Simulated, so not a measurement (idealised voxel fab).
Documented hereafter: the process module known as voxel double patterning.
Cross-section cut spans 150 nm and uses square cells 5 nm in size.
Notation: cross-section as square-cell grid; stated in bands, top first, going down; one or more cell rows per band. Quick guide to a band line: top height, bottom height (nm) up front; then every material left to right with its width in nm. Only one material and it's marked "edge to edge"? Then it fills the band edge to edge. And "air" just means empty space. We count height from 0. Below that, the starting wafer is all one material. The lowest band never ends at the bottom but goes on down; see "0 nm and below" for how that is written. Per-row width for "30->40": begins at first number (top row of band), ends at second number (bottom row), increment between rows held constant. A step reported as "nothing altered" is a step in which no cell of the cross-section changed. "Unvented cavities" - sealed voids, min. 8 cells, no opening to top; format: width x height at distance (distance from left edge; nm throughout). Anything after a step's settings on that line? It's the simulator's own note about the step. Steps that use a mask can have "overlay nm" on their line. It says how far the mask sat to the right of where it was meant to be. Negative means to the left.
-- Steps planned for the process
1) RECEIVE (material Si)
2) CONFORMAL_DEP (material SiO2; thk nm 10)
3) DIRECTIONAL_DEP (material TiN; thk nm 10)
4) DIRECTIONAL_DEP (material SiN; thk nm 5)
5) MASKED_ETCH (tone open; mask id FIRST; width nm 15; pitch nm 50; etch materials SiN; depth nm 5; overlay nm 0)
6) DIRECTIONAL_DEP (material aC; thk nm 15)
7) PATTERN (tone open; mask id SECOND; material resist; width nm 15; pitch nm 50; thk nm 35; overlay nm 0)
8) DIRECTIONAL_ETCH (etch materials aC; depth nm 15)
9) STRIP (etch materials resist)
10) DIRECTIONAL_ETCH (etch materials SiN; depth nm 5)
11) STRIP (etch materials aC)
12) DIRECTIONAL_ETCH (etch materials TiN; depth nm 10)
13) STRIP (etch materials SiN)
The wafers are alike at the start. At step 7, their width nm differs. The plan lists the first wafer's value.
-- This is how the first of several wafers looked in cross-section when it arrived, which is after step 1
	0 nm and below = Si edge to edge
	Unvented cavities: none
-- Row per wafer, end-of-module: cell gain (+)/loss (-) by material since the wafer came in, then closed voids
width nm 15; +60 SiO2; +30 TiN; Unvented cavities: none
width nm 20; +60 SiO2; +26 TiN; Unvented cavities: none
width nm 25; +60 SiO2; +22 TiN; Unvented cavities: none
width nm 30; +60 SiO2; +18 TiN; Unvented cavities: none
